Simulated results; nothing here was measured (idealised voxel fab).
process module | voxel ribs on slabs
cross-section cut | 270 nm wide | cells 5 nm
A cross-section is a grid of square cells, given in bands from the top down. A band is one or more rows of cells.
Each band's line starts with the height of the band's top and of its bottom, in nm. Then come its materials from left to right, each with its width in nm. One material with "throughout" fills the band from edge to edge. "air" is empty space.
Height 0 is the level under which the wafer as received is all one material. The lowest band goes on downwards, as in "0 down".
A width such as "30 to 40" changes by the same amount from each row of cells to the next, from the band's top row to its bottom row.
"no change" after a step means that no cell of the cross-section changed.
closed voids: empty space of 8 cells or more with no open way to the top, each as width x height at its distance from the left edge, in nm
after a step's settings: what the simulator itself notes on the step
overlay nm, on a step with a mask: how far to the right of its planned place the mask lay; to the left if negative
plan
1 op RECEIVE | material Si
2 op DIRECTIONAL_DEP | material SiO2 | thk nm 30
3 op DIRECTIONAL_DEP | material polySi | thk nm 20
4 op PATTERN | tone cover | mask id RIB | material resist | width nm 20 | thk nm 15 | overlay nm 0
5 op DIRECTIONAL_ETCH | etch materials polySi | depth nm 5
6 op STRIP | etch materials resist
7 op DIRECTIONAL_DEP | material aC | thk nm 15
8 op PATTERN | tone cover | mask id SLAB | material resist | width nm 50 | thk nm 35 | overlay nm 0
9 op DIRECTIONAL_ETCH | etch materials aC | depth nm 15
10 op STRIP | etch materials resist
11 op DIRECTIONAL_ETCH | etch materials polySi | depth nm 15
12 op STRIP | etch materials aC
13 op FILL_DEP | material SiO2 | thk nm 25
14 op CMP | height nm 65
15 op DIRECTIONAL_DEP | material TiN | thk nm 5
16 op PATTERN | tone cover | mask id HEATER | material resist | width nm 30 | thk nm 15 | overlay nm 0
17 op DIRECTIONAL_ETCH | etch materials TiN | depth nm 5
18 op STRIP | etch materials resist
19 op CONFORMAL_DEP | material SiO2 | thk nm 10
first wafer, as planned
as received, after step 1
  0 down: Si throughout
  closed voids: none
after step 2
  30 to 0: SiO2 throughout
  below 0: unchanged
after step 3
  50 to 30: polySi throughout
  below 30: unchanged
after step 4
  65 to 50: air 125 | resist 20 | air 125
  below 50: unchanged
after step 5
  65 to 50: air 125 | resist 20 | air 125
  50 to 45: air 125 | polySi 20 | air 125
  below 45: unchanged
after step 6
  50 to 45: air 125 | polySi 20 | air 125
  below 45: unchanged
after step 7
  65 to 60: air 125 | aC 20 | air 125
  60 to 50: aC throughout
  50 to 45: aC 125 | polySi 20 | aC 125
  below 45: unchanged
after step 8
  100 to 65: air 110 | resist 50 | air 110
  65 to 60: air 110 | resist 15 | aC 20 | resist 15 | air 110
  below 60: unchanged
after step 9
  85 to 65: air 110 | resist 50 | air 110
  65 to 60: air 110 | resist 15 | aC 20 | resist 15 | air 110
  60 to 50: air 110 | aC 50 | air 110
  50 to 45: air 110 | aC 15 | polySi 20 | aC 15 | air 110
  below 45: unchanged
after step 10
  65 to 60: air 125 | aC 20 | air 125
  below 60: unchanged
after step 11
  65 to 60: air 125 | aC 20 | air 125
  60 to 50: air 110 | aC 50 | air 110
  50 to 45: air 110 | aC 15 | polySi 20 | aC 15 | air 110
  45 to 30: air 110 | polySi 50 | air 110
  below 30: unchanged
after step 12
  50 to 45: air 125 | polySi 20 | air 125
  below 45: unchanged
after step 13
  75 to 50: SiO2 throughout
  50 to 45: SiO2 125 | polySi 20 | SiO2 125
  45 to 30: SiO2 110 | polySi 50 | SiO2 110
  below 30: unchanged
after step 14
  65 to 50: SiO2 throughout
  below 50: unchanged
after step 15
  70 to 65: TiN throughout
  below 65: unchanged
after step 16
  85 to 70: air 120 | resist 30 | air 120
  below 70: unchanged
after step 17
  85 to 70: air 120 | resist 30 | air 120
  70 to 65: air 120 | TiN 30 | air 120
  below 65: unchanged
after step 18
  70 to 65: air 120 | TiN 30 | air 120
  below 65: unchanged
after step 19
  80 to 75: air 110 | SiO2 50 | air 110
  75 to 70: SiO2 throughout
  70 to 65: SiO2 120 | TiN 30 | SiO2 120
  below 65: unchanged
second wafer: like start, like plan, one mistake. Through step 18 it matches the first wafer
when step 19 should have ended
  75 to 70: air 115 | SiO2 40 | air 115
  70 to 65: SiO2 120 | TiN 30 | SiO2 120
  below 65: unchanged
what went wrong: step 19 ran as: op CONFORMAL_DEP | material SiO2 | thk nm 5
at the end the second wafer has, in cells: 56 fewer of SiO2
